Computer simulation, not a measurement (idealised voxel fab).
process module | voxel trench capacitor
cross-section cut | 245 nm wide | cells 5 nm
A cross-section is a grid of square cells, given in bands from the top down. A band is one or more rows of cells.
Each band's line starts with the height of the band's top and of its bottom, in nm. Then come its materials from left to right, each with its width in nm. One material with "throughout" fills the band from edge to edge. "air" is empty space.
Height 0 is the level under which the wafer as received is all one material. The lowest band goes on downwards, as in "0 down".
A width such as "30 to 40" changes by the same amount from each row of cells to the next, from the band's top row to its bottom row.
"no change" after a step means that no cell of the cross-section changed.
closed voids: empty space of 8 cells or more with no open way to the top, each as width x height at its distance from the left edge, in nm
after a step's settings: what the simulator itself notes on the step
overlay nm, on a step with a mask: how far to the right of its planned place the mask lay; to the left if negative
plan
1 op RECEIVE | material Si
2 op CONFORMAL_DEP | material SiN | thk nm 5
3 op DIRECTIONAL_DEP | material aC | thk nm 15
4 op PATTERN | tone open | mask id TRENCH | material resist | width nm 25 | pitch nm 50 | thk nm 30 | overlay nm 0
5 op DIRECTIONAL_ETCH | etch materials aC | depth nm 15
6 op STRIP | etch materials resist
7 op DIRECTIONAL_ETCH | etch materials SiN | depth nm 5
8 op DIRECTIONAL_ETCH | etch materials Si | depth nm 25
9 op STRIP | etch materials aC
10 op CONFORMAL_DEP | material HfO2 | thk nm 5
11 op CONFORMAL_DEP | material TiN | thk nm 5
12 op FILL_DEP | material W | thk nm 5
13 op CMP | height nm 5
as received, after step 1
  0 down: Si throughout
  closed voids: none
first wafer at the end, as planned
  5 to 0: SiN 60 | HfO2 5 | TiN 5 | W 5 | TiN 5 | HfO2 5 | SiN 25 | HfO2 5 | TiN 5 | W 5 | TiN 5 | HfO2 5 | SiN 25 | HfO2 5 | TiN 5 | W 5 | TiN 5 | HfO2 5 | SiN 60
  0 to -15: Si 60 | HfO2 5 | TiN 5 | W 5 | TiN 5 | HfO2 5 | Si 25 | HfO2 5 | TiN 5 | W 5 | TiN 5 | HfO2 5 | Si 25 | HfO2 5 | TiN 5 | W 5 | TiN 5 | HfO2 5 | Si 60
  -15 to -20: Si 60 | HfO2 5 | TiN 15 | HfO2 5 | Si 25 | HfO2 5 | TiN 15 | HfO2 5 | Si 25 | HfO2 5 | TiN 15 | HfO2 5 | Si 60
  -20 to -25: Si 60 | HfO2 25 | Si 25 | HfO2 25 | Si 25 | HfO2 25 | Si 60
  -25 down: Si throughout
  closed voids: none
second wafer at the end: like start, like plan, one mistake
  5 to 0: SiN 60 | TiN 5 | HfO2 5 | W 5 | HfO2 5 | TiN 5 | SiN 25 | TiN 5 | HfO2 5 | W 5 | HfO2 5 | TiN 5 | SiN 25 | TiN 5 | HfO2 5 | W 5 | HfO2 5 | TiN 5 | SiN 60
  0 to -15: Si 60 | TiN 5 | HfO2 5 | W 5 | HfO2 5 | TiN 5 | Si 25 | TiN 5 | HfO2 5 | W 5 | HfO2 5 | TiN 5 | Si 25 | TiN 5 | HfO2 5 | W 5 | HfO2 5 | TiN 5 | Si 60
  -15 to -20: Si 60 | TiN 5 | HfO2 15 | TiN 5 | Si 25 | TiN 5 | HfO2 15 | TiN 5 | Si 25 | TiN 5 | HfO2 15 | TiN 5 | Si 60
  -20 to -25: Si 60 | TiN 25 | Si 25 | TiN 25 | Si 25 | TiN 25 | Si 60
  -25 down: Si throughout
  closed voids: none
what went wrong: steps 10 and 11 were swapped
at the end the second wafer has, in cells: 12 fewer of HfO2 | 12 more of TiN
